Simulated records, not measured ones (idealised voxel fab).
voxel tone inversion: a process module
This is section cut - it's 220 nm across, gridded in 5 nm square cells.
Cross-section format: a grid of square cells, given as bands from top to bottom; each band is one or more rows of cells.
Quick guide to a band line: top height, bottom height (nm) up front; then every material left to right with its width in nm. Only one material and it's marked "edge to edge"? Then it fills the band edge to edge. And "empty" just means empty space.
Counting heights begins at 0, where everything beneath is, in the wafer as received, one material. The lowest band has no bottom; it goes on downwards, as "z 0 and below" shows.
A width such as "30..40" changes by the same amount from each row of cells to the next, from the band's top row to its bottom row.
You'll sometimes find "remains unaltered" written for a step, and that's the way of saying that nowhere in the cross-section did a cell change during that step.
"Enclosed void listing" specifies each empty space that is not open to the top and that occupies no fewer than 8 cells, using the form width x height at distance, the distance measured from the left edge and all three quantities in nm.
It should be noted that, on the line of a given step, the content following the step's settings is a remark produced by the simulator itself with respect to that step.
A step's line can hold "overlay nm"; with a mask on that step, the setting says how far right of the planned place the mask lay, while a negative setting says it lay to the left.

THESE ARE THE STEPS WE PLANNED FOR THE PROCESS
step 1: RECEIVE (material Si)
step 2: CONFORMAL_DEP (material SiN; thk nm 10)
step 3: DIRECTIONAL_DEP (material polySi; thk nm 15)
step 4: PATTERN (tone cover; mask id POSTS; material resist; width nm 25; pitch nm 40; thk nm 20; overlay nm 0)
step 5: DIRECTIONAL_ETCH (etch materials polySi; depth nm 15)
step 6: STRIP (etch materials resist)
step 7: FILL_DEP (material SiO2; thk nm 10)
step 8: CMP (height nm 25)
step 9: STRIP (etch materials polySi)

CROSS-SECTION OF THE INCOMING WAFER, STATE AFTER STEP 1
* z 0 and below | Si edge to edge
* Enclosed void listing: none

MODULE COMPLETE - CROSS-SECTION OF THE FIRST OF TWO WAFERS, RUN ACCORDING TO PLAN
* z 25 to 10 | 55 of SiO2 | 25 of empty | 15 of SiO2 | 25 of empty | 15 of SiO2 | 25 of empty | 60 of SiO2
* z 10 to 0 | SiN edge to edge
* z 0 and below | Si edge to edge
* Enclosed void listing: none

PRESENTED HERE IS A CROSS-SECTION OF THE SECOND OF THE TWO WAFERS AS IT STOOD AT THE END OF THE MODULE. IT WAS STARTED IN THE SAME MANNER AND ASSIGNED THE SAME PLAN AS THE FIRST WAFER; HOWEVER, ONE MISTAKE WAS MADE IN ITS EXECUTION
* z 15 to 10 | 55 of SiO2 | 25 of empty | 15 of SiO2 | 25 of empty | 15 of SiO2 | 25 of empty | 60 of SiO2
* z 10 to 0 | SiN edge to edge
* z 0 and below | Si edge to edge
* Enclosed void listing: none
Finding, execution versus plan: step 8 was run on a setting that differed from the plan, and what really ran there is CMP (height nm 15)
FYI, end of process, the second wafer has more or fewer cells of some materials than the first: SiO2 -58
